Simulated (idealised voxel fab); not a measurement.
The following process module bears the name voxel self aligned vias.
Displayed cross-section: cut, width of 175 nm, square cells sized 5 nm.
The cross-sections in this document take the form of a grid made of square cells. They are written out as bands, in order from top to bottom. Each band consists of one or more rows of cells.
It is stipulated that each band's entry specify, in nanometres, the height of the top of the band and then that of its bottom, followed by the materials of the band in left-to-right sequence, each together with its width in nanometres. A single material marked by the word "edge to edge" is understood to fill the band from edge to edge; the word "blank" is understood to denote empty space.
Heights are expressed relative to 0, this being the level below which the as-received wafer comprises one material exclusively. The lowest band is unbounded in the downward direction and is denoted as in "from 0 down".
Read "30 to 40" as a graded width: first number on top, second number at the bottom, same change between each pair of neighbouring rows.
Any step labelled "nothing different" changed none of the cells in the cross-section.
Reported under the label "Unvented cavities" are the empty spaces having no open way to the top and comprising 8 cells or more; the notation for each is width x height at distance, in which the distance is measured from the left edge and all three values are in nm.
Heads up: the bit after the settings on a step's line is the simulator's remark on that step.
A step line may carry the setting "overlay nm", which, for steps involving a mask, states the distance by which the mask lay to the right of its intended position; negative values denote displacement to the left.
plan:
| 1 | RECEIVE with material Si |
| 2 | CONFORMAL_DEP with material SiO2, thk nm 15 |
| 3 | CONFORMAL_DEP with material SiCN, thk nm 5 |
| 4 | DIRECTIONAL_DEP with material lowk, thk nm 20 |
| 5 | MASKED_ETCH with tone open, mask id LINES, width nm 30, pitch nm 70, etch materials lowk, depth nm 20, overlay nm 0 |
| 6 | CONFORMAL_DEP with material TiN, thk nm 5 |
| 7 | FILL_DEP with material Ru, thk nm 10 |
| 8 | CMP with height nm 40 |
| 9 | SELECTIVE_ETCH with etch materials W Ru TiN, depth nm 5 |
| 10 | FILL_DEP with material SiN, thk nm 10 |
| 11 | CMP with height nm 40 |
| 12 | DIRECTIONAL_DEP with material lowk, thk nm 20 |
| 13 | DIRECTIONAL_DEP with material aC, thk nm 15 |
| 14 | PATTERN with tone open, mask id VIAS, material resist, width nm 40, pitch nm 70, thk nm 30, overlay nm 0 |
| 15 | DIRECTIONAL_ETCH with etch materials aC, depth nm 15 |
| 16 | STRIP with etch materials resist |
| 17 | DIRECTIONAL_ETCH with etch materials lowk, depth nm 20 |
| 18 | DIRECTIONAL_ETCH with etch materials SiN, depth nm 5 |
| 19 | STRIP with etch materials aC |
| 20 | CONFORMAL_DEP with material TiN, thk nm 5 |
| 21 | FILL_DEP with material Ru, thk nm 10 |
| 22 | CMP with height nm 60 |
| 23 | CONFORMAL_DEP with material SiCN, thk nm 5 |
Wafer at receipt (post step 1), cross-section:
from 0 down = Si edge to edge
Unvented cavities: none
Wafer cross-section at module end: first of two, run to plan:
from 65 to 60 = SiCN edge to edge
from 60 to 45 = lowk: 30 / TiN: 5 / Ru: 30 / TiN: 5 / lowk: 30 / TiN: 5 / Ru: 30 / TiN: 5 / lowk: 35
from 45 to 40 = lowk: 30 / TiN: 10 / Ru: 20 / TiN: 10 / lowk: 30 / TiN: 10 / Ru: 20 / TiN: 10 / lowk: 35
from 40 to 35 = lowk: 35 / TiN: 30 / lowk: 40 / TiN: 30 / lowk: 40
from 35 to 25 = lowk: 35 / TiN: 5 / Ru: 20 / TiN: 5 / lowk: 40 / TiN: 5 / Ru: 20 / TiN: 5 / lowk: 40
from 25 to 20 = lowk: 35 / TiN: 30 / lowk: 40 / TiN: 30 / lowk: 40
from 20 to 15 = SiCN edge to edge
from 15 to 0 = SiO2 edge to edge
from 0 down = Si edge to edge
Unvented cavities: none
This is the second of the two wafers, cross-sectioned at the end of the module; it started exactly like the first and was given the same plan, but it was run with one mistake:
from 65 to 60 = SiCN edge to edge
from 60 to 45 = lowk: 30 / TiN: 5 / Ru: 30 / TiN: 5 / lowk: 30 / TiN: 5 / Ru: 30 / TiN: 5 / lowk: 35
from 45 to 40 = lowk: 30 / TiN: 10 / Ru: 20 / TiN: 10 / lowk: 30 / TiN: 10 / Ru: 20 / TiN: 10 / lowk: 35
from 40 to 35 = lowk: 35 / TiN: 30 / lowk: 40 / TiN: 30 / lowk: 40
from 35 to 30 = SiCN edge to edge
from 30 to 0 = SiO2 edge to edge
from 0 down = Si edge to edge
Unvented cavities: none
What was the processing mistake? twice over, step 2 of the plan was run
Cell-count delta at end, second wafer over first, by material: Ru: 16 fewer; SiO2: 105 more; TiN: 20 fewer; lowk: 69 fewer
